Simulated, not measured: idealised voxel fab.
The following is a process module called voxel spacer lines.
cross-section cut | 180 nm wide | cells 5 nm
Just so we're on the same page, the cross-sections are grids of square cells, and they're listed out in bands top to bottom, each band one or more rows deep.
Within each band entry, the heights of the top and of the bottom of the band appear first, in that order and in nm; the materials of the band then follow from left to right, each with its corresponding width in nm. The designation "everywhere" on a single material indicates that it fills the band from edge to edge; the designation "empty" indicates empty space.
Below 0: as-received wafer, all one material; heights counted from there. Lowest band: no bottom, goes on down, written "from 0 down".
A width such as "30 to 40" changes by the same amount from each row of cells to the next, from the band's top row to its bottom row.
Reading "same as before" for a step: not a cell of the cross-section changed in it.
Reported under the label "Closed internal voids" are the empty spaces having no open way to the top and comprising 8 cells or more; the notation for each is width x height at distance, in which the distance is measured from the left edge and all three values are in nm.
The remark found on a step's line after its settings is issued by the simulator itself and pertains to that step.
overlay nm, on a step with a mask: how far to the right of its planned place the mask lay; to the left if negative

### Here's what the planned process steps look like
1: RECEIVE | material Si
2: CONFORMAL_DEP | material Al2O3 | thk nm 5
3: DIRECTIONAL_DEP | material W | thk nm 10
4: DIRECTIONAL_DEP | material aC | thk nm 30
5: PATTERN | tone cover | mask id MANDREL | material resist | width nm 15 | pitch nm 50 | thk nm 35 | overlay nm 0
6: DIRECTIONAL_ETCH | etch materials aC | depth nm 30
7: STRIP | etch materials resist
8: CONFORMAL_DEP | material SiO2 | thk nm 10
9: DIRECTIONAL_ETCH | etch materials SiO2 | depth nm 10
10: STRIP | etch materials aC
11: DIRECTIONAL_ETCH | etch materials W | depth nm 10
12: STRIP | etch materials SiO2
13: FILL_DEP | material lowk | thk nm 10
14: CMP | height nm 15

### Run as planned: first of two wafers

### As received (post step 1): cross-section
> from 0 down | Si everywhere
> Closed internal voids: none

### Cross-section through the wafer, step 2 finished
> from 5 to 0 | Al2O3 everywhere
> Under the height 0 nothing was changed.

### Cross-section through the wafer, step 3 finished
> from 15 to 5 | W everywhere
> Under the height 5 nothing was changed.

### Cross-section through the wafer, step 4 finished
> from 45 to 15 | aC everywhere
> Under the height 15 nothing was changed.

### Cross-section through the wafer, step 5 finished
> from 80 to 45 | empty 30; resist 15; empty 35; resist 15; empty 35; resist 15; empty 35
> Under the height 45 nothing was changed.

### Cross-section through the wafer, step 6 finished
> from 50 to 45 | empty 30; resist 15; empty 35; resist 15; empty 35; resist 15; empty 35
> from 45 to 15 | empty 30; aC 15; empty 35; aC 15; empty 35; aC 15; empty 35
> Under the height 15 nothing was changed.

### Cross-section through the wafer, step 7 finished
> from 45 to 15 | empty 30; aC 15; empty 35; aC 15; empty 35; aC 15; empty 35
> Under the height 15 nothing was changed.

### Cross-section through the wafer, step 8 finished
> from 55 to 45 | empty 20; SiO2 35; empty 15; SiO2 35; empty 15; SiO2 35; empty 25
> from 45 to 25 | empty 20; SiO2 10; aC 15; SiO2 10; empty 15; SiO2 10; aC 15; SiO2 10; empty 15; SiO2 10; aC 15; SiO2 10; empty 25
> from 25 to 15 | SiO2 30; aC 15; SiO2 35; aC 15; SiO2 35; aC 15; SiO2 35
> Under the height 15 nothing was changed.

### Cross-section through the wafer, step 9 finished
> from 45 to 15 | empty 20; SiO2 10; aC 15; SiO2 10; empty 15; SiO2 10; aC 15; SiO2 10; empty 15; SiO2 10; aC 15; SiO2 10; empty 25
> Under the height 15 nothing was changed.

### Cross-section through the wafer, step 10 finished
> from 45 to 15 | empty 20; SiO2 10; empty 15; SiO2 10; empty 15; SiO2 10; empty 15; SiO2 10; empty 15; SiO2 10; empty 15; SiO2 10; empty 25
> Under the height 15 nothing was changed.

### Cross-section through the wafer, step 11 finished
> from 45 to 15 | empty 20; SiO2 10; empty 15; SiO2 10; empty 15; SiO2 10; empty 15; SiO2 10; empty 15; SiO2 10; empty 15; SiO2 10; empty 25
> from 15 to 5 | empty 20; W 10; empty 15; W 10; empty 15; W 10; empty 15; W 10; empty 15; W 10; empty 15; W 10; empty 25
> Under the height 5 nothing was changed.

### Cross-section through the wafer, step 12 finished
> from 15 to 5 | empty 20; W 10; empty 15; W 10; empty 15; W 10; empty 15; W 10; empty 15; W 10; empty 15; W 10; empty 25
> Under the height 5 nothing was changed.

### Cross-section through the wafer, step 13 finished
> from 25 to 15 | lowk everywhere
> from 15 to 5 | lowk 20; W 10; lowk 15; W 10; lowk 15; W 10; lowk 15; W 10; lowk 15; W 10; lowk 15; W 10; lowk 25
> Under the height 5 nothing was changed.

### Cross-section through the wafer, step 14 finished
> from 15 to 5 | lowk 20; W 10; lowk 15; W 10; lowk 15; W 10; lowk 15; W 10; lowk 15; W 10; lowk 15; W 10; lowk 25
> Under the height 5 nothing was changed.

### Here the second wafer is described. Its start and its plan were those of the first wafer. Its run contained one mistake. Up to and including step 4, it did exactly what the first wafer did

### Cross-section of the second wafer corresponding to the planned conclusion of step 5
> from 80 to 45 | empty 25; resist 15; empty 35; resist 15; empty 35; resist 15; empty 40
> Under the height 45 nothing was changed.

### Cross-section of the second wafer corresponding to the planned conclusion of step 6
> from 50 to 45 | empty 25; resist 15; empty 35; resist 15; empty 35; resist 15; empty 40
> from 45 to 15 | empty 25; aC 15; empty 35; aC 15; empty 35; aC 15; empty 40
> Under the height 15 nothing was changed.

### Cross-section of the second wafer corresponding to the planned conclusion of step 7
> from 45 to 15 | empty 25; aC 15; empty 35; aC 15; empty 35; aC 15; empty 40
> Under the height 15 nothing was changed.

### Cross-section of the second wafer corresponding to the planned conclusion of step 8
> from 55 to 45 | empty 15; SiO2 35; empty 15; SiO2 35; empty 15; SiO2 35; empty 30
> from 45 to 25 | empty 15; SiO2 10; aC 15; SiO2 10; empty 15; SiO2 10; aC 15; SiO2 10; empty 15; SiO2 10; aC 15; SiO2 10; empty 30
> from 25 to 15 | SiO2 25; aC 15; SiO2 35; aC 15; SiO2 35; aC 15; SiO2 40
> Under the height 15 nothing was changed.

### Cross-section of the second wafer corresponding to the planned conclusion of step 9
> from 45 to 15 | empty 15; SiO2 10; aC 15; SiO2 10; empty 15; SiO2 10; aC 15; SiO2 10; empty 15; SiO2 10; aC 15; SiO2 10; empty 30
> Under the height 15 nothing was changed.

### Cross-section of the second wafer corresponding to the planned conclusion of step 10
> from 45 to 15 | empty 15; SiO2 10; empty 15; SiO2 10; empty 15; SiO2 10; empty 15; SiO2 10; empty 15; SiO2 10; empty 15; SiO2 10; empty 30
> Under the height 15 nothing was changed.

### Cross-section of the second wafer corresponding to the planned conclusion of step 11
> from 45 to 15 | empty 15; SiO2 10; empty 15; SiO2 10; empty 15; SiO2 10; empty 15; SiO2 10; empty 15; SiO2 10; empty 15; SiO2 10; empty 30
> from 15 to 5 | empty 15; W 10; empty 15; W 10; empty 15; W 10; empty 15; W 10; empty 15; W 10; empty 15; W 10; empty 30
> Under the height 5 nothing was changed.

### Cross-section of the second wafer corresponding to the planned conclusion of step 12
> from 15 to 5 | empty 15; W 10; empty 15; W 10; empty 15; W 10; empty 15; W 10; empty 15; W 10; empty 15; W 10; empty 30
> Under the height 5 nothing was changed.

### Cross-section of the second wafer corresponding to the planned conclusion of step 13
> from 25 to 15 | lowk everywhere
> from 15 to 5 | lowk 15; W 10; lowk 15; W 10; lowk 15; W 10; lowk 15; W 10; lowk 15; W 10; lowk 15; W 10; lowk 30
> Under the height 5 nothing was changed.

### Cross-section of the second wafer corresponding to the planned conclusion of step 14
> from 15 to 5 | lowk 15; W 10; lowk 15; W 10; lowk 15; W 10; lowk 15; W 10; lowk 15; W 10; lowk 15; W 10; lowk 30
> Under the height 5 nothing was changed.
Deviation noted in wafer processing: it should be noted that step 5 was executed with settings other than those planned, the operation and settings actually applied being PATTERN | tone cover | mask id MANDREL | material resist | width nm 15 | pitch nm 50 | thk nm 35 | overlay nm -5
Cell counts per material: same on both final wafers. Positions: different.
